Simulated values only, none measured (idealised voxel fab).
Title: Process Module voxel capacitor over wiring
The cross-section shown here is cut; it is 240 nm wide and divided into square cells measuring 5 nm on a side.
Format of a cross-section: grid, square cells. Given as bands. Order: top down. Band: one or more rows of cells.
Within each band entry, the heights of the top and of the bottom of the band appear first, in that order and in nm; the materials of the band then follow from left to right, each with its corresponding width in nm. The designation "everywhere" on a single material indicates that it fills the band from edge to edge; the designation "air" indicates empty space.
Zero point of the height axis is 0; under it, received wafer = one material. Lowest band: continues down indefinitely, "0..down".
So if you see something like "30->40" for the width, read it as the top row of the band sitting at the first number and the bottom row at the second, with every row in between moving by the same amount as the last.
"stayed the same" for a step: no cell of the cross-section changed in that step.
Look at "Entrapped voids" for the closed voids: empty spaces with no open path to the top, sized 8 cells or up. Each is width x height at distance, distance from the left edge, all nm.
Post-settings text on a step line: simulator's own remark regarding the step.
overlay nm: right-of-plan distance of the mask on a masked step; negative values mean left-of-plan.

**These are the steps we planned for the process**
- 1: RECEIVE [material Si]
- 2: CONFORMAL_DEP [material SiO2] [thk nm 15]
- 3: CONFORMAL_DEP [material SiCN] [thk nm 5]
- 4: DIRECTIONAL_DEP [material lowk] [thk nm 15]
- 5: PATTERN [tone open] [mask id METAL_1] [material resist] [width nm 20] [pitch nm 70] [thk nm 20] [overlay nm 0]
- 6: DIRECTIONAL_ETCH [etch materials lowk] [depth nm 15]
- 7: DIRECTIONAL_ETCH [etch materials SiCN] [depth nm 5]
- 8: STRIP [etch materials resist]
- 9: CONFORMAL_DEP [material TiN] [thk nm 5]
- 10: FILL_DEP [material Cu] [thk nm 10]
- 11: CMP [height nm 35]
- 12: CONFORMAL_DEP [material SiCN] [thk nm 5]
- 13: DIRECTIONAL_DEP [material lowk] [thk nm 15]
- 14: MASKED_ETCH [tone open] [mask id PLUG_1] [width nm 15] [etch materials lowk] [depth nm 15] [overlay nm 0]
- 15: MASKED_ETCH [tone open] [mask id PLUG_1] [width nm 15] [etch materials SiCN] [depth nm 5] [overlay nm 0]
- 16: CONFORMAL_DEP [material TiN] [thk nm 5]
- 17: FILL_DEP [material Cu] [thk nm 10]
- 18: CMP [height nm 55]
- 19: DIRECTIONAL_DEP [material TiN] [thk nm 5]
- 20: DIRECTIONAL_DEP [material HfO2] [thk nm 5]
- 21: DIRECTIONAL_DEP [material TiN] [thk nm 5]
- 22: PATTERN [tone cover] [mask id UPPER_PLATE] [material resist] [width nm 55] [thk nm 15] [overlay nm 0]
- 23: DIRECTIONAL_ETCH [etch materials TiN] [depth nm 5]
- 24: DIRECTIONAL_ETCH [etch materials HfO2] [depth nm 5]
- 25: STRIP [etch materials resist]
- 26: DIRECTIONAL_DEP [material aC] [thk nm 15]
- 27: PATTERN [tone cover] [mask id LOWER_PLATE] [material resist] [width nm 65] [thk nm 30] [overlay nm 0]
- 28: DIRECTIONAL_ETCH [etch materials aC] [depth nm 15]
- 29: STRIP [etch materials resist]
- 30: DIRECTIONAL_ETCH [etch materials TiN] [depth nm 5]
- 31: STRIP [etch materials aC]
- 32: FILL_DEP [material SiO2] [thk nm 15]
- 33: CMP [height nm 80]
- 34: MASKED_ETCH [tone open] [mask id PLUG_2] [width nm 15] [etch materials SiO2] [depth nm 10] [overlay nm 0]
- 35: CONFORMAL_DEP [material TiN] [thk nm 5]
- 36: FILL_DEP [material Ru] [thk nm 10]
- 37: CMP [height nm 80]
- 38: CONFORMAL_DEP [material SiN] [thk nm 5]

**First wafer of two (run as planned)**

**Cross-section of the wafer as it came to us, i.e., already through step 1**
    0..down = Si everywhere
    Entrapped voids: none

**After step 2: wafer cross-section**
    15..0 = SiO2 everywhere
    below 0: unchanged

**After step 3: wafer cross-section**
    20..15 = SiCN everywhere
    below 15: unchanged

**After step 4: wafer cross-section**
    35..20 = lowk everywhere
    below 20: unchanged

**After step 5: wafer cross-section**
    55..35 = 75 resist | 20 air | 50 resist | 20 air | 75 resist
    below 35: unchanged

**After step 6: wafer cross-section**
    55..35 = 75 resist | 20 air | 50 resist | 20 air | 75 resist
    35..20 = 75 lowk | 20 air | 50 lowk | 20 air | 75 lowk
    below 20: unchanged

**After step 7: wafer cross-section**
    55..35 = 75 resist | 20 air | 50 resist | 20 air | 75 resist
    35..20 = 75 lowk | 20 air | 50 lowk | 20 air | 75 lowk
    20..15 = 75 SiCN | 20 air | 50 SiCN | 20 air | 75 SiCN
    below 15: unchanged

**After step 8: wafer cross-section**
    35..20 = 75 lowk | 20 air | 50 lowk | 20 air | 75 lowk
    below 20: unchanged

**After step 9: wafer cross-section**
    40..35 = 80 TiN | 10 air | 60 TiN | 10 air | 80 TiN
    35..20 = 75 lowk | 5 TiN | 10 air | 5 TiN | 50 lowk | 5 TiN | 10 air | 5 TiN | 75 lowk
    20..15 = 75 SiCN | 20 TiN | 50 SiCN | 20 TiN | 75 SiCN
    below 15: unchanged

**After step 10: wafer cross-section**
    50..40 = Cu everywhere
    40..35 = 80 TiN | 10 Cu | 60 TiN | 10 Cu | 80 TiN
    35..20 = 75 lowk | 5 TiN | 10 Cu | 5 TiN | 50 lowk | 5 TiN | 10 Cu | 5 TiN | 75 lowk
    below 20: unchanged

**After step 11: wafer cross-section**
    35..20 = 75 lowk | 5 TiN | 10 Cu | 5 TiN | 50 lowk | 5 TiN | 10 Cu | 5 TiN | 75 lowk
    below 20: unchanged

**After step 12: wafer cross-section**
    40..35 = SiCN everywhere
    below 35: unchanged

**After step 13: wafer cross-section**
    55..40 = lowk everywhere
    below 40: unchanged

**After step 14: wafer cross-section**
    55..40 = 80 lowk | 15 air | 145 lowk
    below 40: unchanged

**After step 15: wafer cross-section**
    55..40 = 80 lowk | 15 air | 145 lowk
    40..35 = 80 SiCN | 15 air | 145 SiCN
    below 35: unchanged

**After step 16: wafer cross-section**
    60..55 = 85 TiN | 5 air | 150 TiN
    55..40 = 80 lowk | 5 TiN | 5 air | 5 TiN | 145 lowk
    40..35 = 80 SiCN | 15 TiN | 145 SiCN
    below 35: unchanged

**After step 17: wafer cross-section**
    70..60 = Cu everywhere
    60..55 = 85 TiN | 5 Cu | 150 TiN
    55..40 = 80 lowk | 5 TiN | 5 Cu | 5 TiN | 145 lowk
    below 40: unchanged

**After step 18: wafer cross-section**
    55..40 = 80 lowk | 5 TiN | 5 Cu | 5 TiN | 145 lowk
    below 40: unchanged

**After step 19: wafer cross-section**
    60..55 = TiN everywhere
    below 55: unchanged

**After step 20: wafer cross-section**
    65..60 = HfO2 everywhere
    below 60: unchanged

**After step 21: wafer cross-section**
    70..65 = TiN everywhere
    below 65: unchanged

**After step 22: wafer cross-section**
    85..70 = 80 air | 55 resist | 105 air
    below 70: unchanged

**After step 23: wafer cross-section**
    85..70 = 80 air | 55 resist | 105 air
    70..65 = 80 air | 55 TiN | 105 air
    below 65: unchanged

**After step 24: wafer cross-section**
    85..70 = 80 air | 55 resist | 105 air
    70..65 = 80 air | 55 TiN | 105 air
    65..60 = 80 air | 55 HfO2 | 105 air
    below 60: unchanged

**After step 25: wafer cross-section**
    70..65 = 80 air | 55 TiN | 105 air
    below 65: unchanged

**After step 26: wafer cross-section**
    85..75 = 80 air | 55 aC | 105 air
    75..70 = aC everywhere
    70..65 = 80 aC | 55 TiN | 105 aC
    65..60 = 80 aC | 55 HfO2 | 105 aC
    below 60: unchanged

**After step 27: wafer cross-section**
    115..85 = 75 air | 65 resist | 100 air
    85..75 = 75 air | 5 resist | 55 aC | 5 resist | 100 air
    below 75: unchanged

**After step 28: wafer cross-section**
    100..85 = 75 air | 65 resist | 100 air
    85..75 = 75 air | 5 resist | 55 aC | 5 resist | 100 air
    75..70 = 75 air | 65 aC | 100 air
    70..65 = 75 air | 5 aC | 55 TiN | 5 aC | 100 air
    65..60 = 75 air | 5 aC | 55 HfO2 | 5 aC | 100 air
    below 60: unchanged

**After step 29: wafer cross-section**
    85..75 = 80 air | 55 aC | 105 air
    below 75: unchanged

**After step 30: wafer cross-section**
    85..75 = 80 air | 55 aC | 105 air
    75..70 = 75 air | 65 aC | 100 air
    70..65 = 75 air | 5 aC | 55 TiN | 5 aC | 100 air
    65..60 = 75 air | 5 aC | 55 HfO2 | 5 aC | 100 air
    60..55 = 75 air | 65 TiN | 100 air
    below 55: unchanged

**After step 31: wafer cross-section**
    70..65 = 80 air | 55 TiN | 105 air
    65..60 = 80 air | 55 HfO2 | 105 air
    below 60: unchanged

**After step 32: wafer cross-section**
    85..70 = SiO2 everywhere
    70..65 = 80 SiO2 | 55 TiN | 105 SiO2
    65..60 = 80 SiO2 | 55 HfO2 | 105 SiO2
    60..55 = 75 SiO2 | 65 TiN | 100 SiO2
    below 55: unchanged

**After step 33: wafer cross-section**
    80..70 = SiO2 everywhere
    below 70: unchanged

**After step 34: wafer cross-section**
    80..70 = 90 SiO2 | 15 air | 135 SiO2
    below 70: unchanged

**After step 35: wafer cross-section**
    85..80 = 95 TiN | 5 air | 140 TiN
    80..75 = 90 SiO2 | 5 TiN | 5 air | 5 TiN | 135 SiO2
    75..65 = 90->80 SiO2 | 15->55 TiN | 135->105 SiO2
    below 65: unchanged

**After step 36: wafer cross-section**
    95..85 = Ru everywhere
    85..80 = 95 TiN | 5 Ru | 140 TiN
    80..75 = 90 SiO2 | 5 TiN | 5 Ru | 5 TiN | 135 SiO2
    below 75: unchanged

**After step 37: wafer cross-section**
    80..75 = 90 SiO2 | 5 TiN | 5 Ru | 5 TiN | 135 SiO2
    below 75: unchanged

**After step 38: wafer cross-section**
    85..80 = SiN everywhere
    below 80: unchanged

**Now the other wafer: same start, same recipe, but we messed up one thing when running it. Up to and including step 13 it's the same as the first one**

**X-section, second wafer, when step 14 was due to finish**
    55..40 = 80 lowk | 20 air | 140 lowk
    below 40: unchanged

**X-section, second wafer, when step 15 was due to finish**
    55..40 = 80 lowk | 20 air | 140 lowk
    40..35 = 80 SiCN | 15 air | 145 SiCN
    below 35: unchanged

**X-section, second wafer, when step 16 was due to finish**
    60..55 = 85 TiN | 10 air | 145 TiN
    55..45 = 80 lowk | 5 TiN | 10 air | 5 TiN | 140 lowk
    45..40 = 80 lowk | 5 TiN | 5 air | 10 TiN | 140 lowk
    40..35 = 80 SiCN | 15 TiN | 145 SiCN
    below 35: unchanged

**X-section, second wafer, when step 17 was due to finish**
    70..60 = Cu everywhere
    60..55 = 85 TiN | 10 Cu | 145 TiN
    55..45 = 80 lowk | 5 TiN | 10 Cu | 5 TiN | 140 lowk
    45..40 = 80 lowk | 5 TiN | 5 Cu | 10 TiN | 140 lowk
    below 40: unchanged

**X-section, second wafer, when step 18 was due to finish**
    55..45 = 80 lowk | 5 TiN | 10 Cu | 5 TiN | 140 lowk
    below 45: unchanged

**X-section, second wafer, when step 19 was due to finish**
    60..55 = TiN everywhere
    below 55: unchanged

**X-section, second wafer, when step 20 was due to finish**
    65..60 = HfO2 everywhere
    below 60: unchanged

**X-section, second wafer, when step 21 was due to finish**
    70..65 = TiN everywhere
    below 65: unchanged

**X-section, second wafer, when step 22 was due to finish**
    85..70 = 80 air | 55 resist | 105 air
    below 70: unchanged

**X-section, second wafer, when step 23 was due to finish**
    85..70 = 80 air | 55 resist | 105 air
    70..65 = 80 air | 55 TiN | 105 air
    below 65: unchanged

**X-section, second wafer, when step 24 was due to finish**
    85..70 = 80 air | 55 resist | 105 air
    70..65 = 80 air | 55 TiN | 105 air
    65..60 = 80 air | 55 HfO2 | 105 air
    below 60: unchanged

**X-section, second wafer, when step 25 was due to finish**
    70..65 = 80 air | 55 TiN | 105 air
    below 65: unchanged

**X-section, second wafer, when step 26 was due to finish**
    85..75 = 80 air | 55 aC | 105 air
    75..70 = aC everywhere
    70..65 = 80 aC | 55 TiN | 105 aC
    65..60 = 80 aC | 55 HfO2 | 105 aC
    below 60: unchanged

**X-section, second wafer, when step 27 was due to finish**
    115..85 = 75 air | 65 resist | 100 air
    85..75 = 75 air | 5 resist | 55 aC | 5 resist | 100 air
    below 75: unchanged

**X-section, second wafer, when step 28 was due to finish**
    100..85 = 75 air | 65 resist | 100 air
    85..75 = 75 air | 5 resist | 55 aC | 5 resist | 100 air
    75..70 = 75 air | 65 aC | 100 air
    70..65 = 75 air | 5 aC | 55 TiN | 5 aC | 100 air
    65..60 = 75 air | 5 aC | 55 HfO2 | 5 aC | 100 air
    below 60: unchanged

**X-section, second wafer, when step 29 was due to finish**
    85..75 = 80 air | 55 aC | 105 air
    below 75: unchanged

**X-section, second wafer, when step 30 was due to finish**
    85..75 = 80 air | 55 aC | 105 air
    75..70 = 75 air | 65 aC | 100 air
    70..65 = 75 air | 5 aC | 55 TiN | 5 aC | 100 air
    65..60 = 75 air | 5 aC | 55 HfO2 | 5 aC | 100 air
    60..55 = 75 air | 65 TiN | 100 air
    below 55: unchanged

**X-section, second wafer, when step 31 was due to finish**
    70..65 = 80 air | 55 TiN | 105 air
    65..60 = 80 air | 55 HfO2 | 105 air
    below 60: unchanged

**X-section, second wafer, when step 32 was due to finish**
    85..70 = SiO2 everywhere
    70..65 = 80 SiO2 | 55 TiN | 105 SiO2
    65..60 = 80 SiO2 | 55 HfO2 | 105 SiO2
    60..55 = 75 SiO2 | 65 TiN | 100 SiO2
    below 55: unchanged

**X-section, second wafer, when step 33 was due to finish**
    80..70 = SiO2 everywhere
    below 70: unchanged

**X-section, second wafer, when step 34 was due to finish**
    80..70 = 90 SiO2 | 15 air | 135 SiO2
    below 70: unchanged

**X-section, second wafer, when step 35 was due to finish**
    85..80 = 95 TiN | 5 air | 140 TiN
    80..75 = 90 SiO2 | 5 TiN | 5 air | 5 TiN | 135 SiO2
    75..65 = 90->80 SiO2 | 15->55 TiN | 135->105 SiO2
    below 65: unchanged

**X-section, second wafer, when step 36 was due to finish**
    95..85 = Ru everywhere
    85..80 = 95 TiN | 5 Ru | 140 TiN
    80..75 = 90 SiO2 | 5 TiN | 5 Ru | 5 TiN | 135 SiO2
    below 75: unchanged

**X-section, second wafer, when step 37 was due to finish**
    80..75 = 90 SiO2 | 5 TiN | 5 Ru | 5 TiN | 135 SiO2
    below 75: unchanged

**X-section, second wafer, when step 38 was due to finish**
    85..80 = SiN everywhere
    below 80: unchanged
Finding, execution versus plan: step 14 was processed under conditions differing from the plan, specifically as MASKED_ETCH [tone open] [mask id PLUG_1] [width nm 20] [etch materials lowk] [depth nm 15] [overlay nm 0]
At the finish, the second wafer shows more or fewer cells for some materials than the first does: Cu +2; TiN +1; lowk -3
